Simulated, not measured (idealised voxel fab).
Module name: voxel lift off (process module)
The cross-section shown here is cut; it is 300 nm wide and divided into square cells measuring 5 nm on a side.
Throughout this document, each cross-section is represented as a grid of square cells and is presented as a sequence of bands enumerated from the top downward, where a band comprises one or more rows of cells. Read a band's entry like this: the first values are the height of its top and the height of its bottom in nm, and what follows is the sequence of materials from left to right, each with its width in nm. Note that "empty" is empty space, and that a single material marked "all across" reaches across the band from edge to edge. Height datum 0, below which the as-received substrate wafer is one material. Lowest band open at the bottom, running downward: "0 and below". A width such as "30..40" changes by the same amount from each row of cells to the next, from the band's top row to its bottom row. It should be understood that the words "no change", when stated for a given step, signify that the cross-section underwent no change in any of its cells during that step. For the entry "Entrapped void list", the listed items are empty spaces with no open way to the top whose size is 8 cells or more; each item follows the pattern width x height at distance, where distance is from the left edge and all three are in nm. Note: text after step settings on the step line = simulator remark on that step. overlay nm: mask offset rightward from planned place, masked step; negative means leftward offset.
### These are the steps we planned for the process
1 RECEIVE | material Si
2 CONFORMAL_DEP | material SiN | thk nm 10
3 PATTERN | tone open | mask id LINES | material resist | width nm 30 | pitch nm 60 | thk nm 15 | overlay nm 0
4 DIRECTIONAL_DEP | material Ru | thk nm 5
5 STRIP | etch materials resist
6 CONFORMAL_DEP | material SiN | thk nm 5
### Cross-section, incoming material, after step 1
> 0 and below = Si all across
> Entrapped void list: none
### First of two wafers: cross-section at end of module, run per plan
> 20 down to 15 = 40 empty  40 SiN  20 empty  40 SiN  20 empty  40 SiN  20 empty  40 SiN  40 empty
> 15 down to 10 = 45 SiN  30 Ru  30 SiN  30 Ru  30 SiN  30 Ru  30 SiN  30 Ru  45 SiN
> 10 down to 0 = SiN all across
> 0 and below = Si all across
> Entrapped void list: none
### Wafer two cross-section, module end. Start and plan unchanged from wafer one; one mistake made during the run
> 15 down to 0 = SiN all across
> 0 and below = Si all across
> Entrapped void list: none
Where did the run depart from the plan? yeah, step 4 of the plan got skipped, never ran
Final comparison by cell count, materials where the second wafer has more or fewer than the first: -24 Ru | -8 SiN
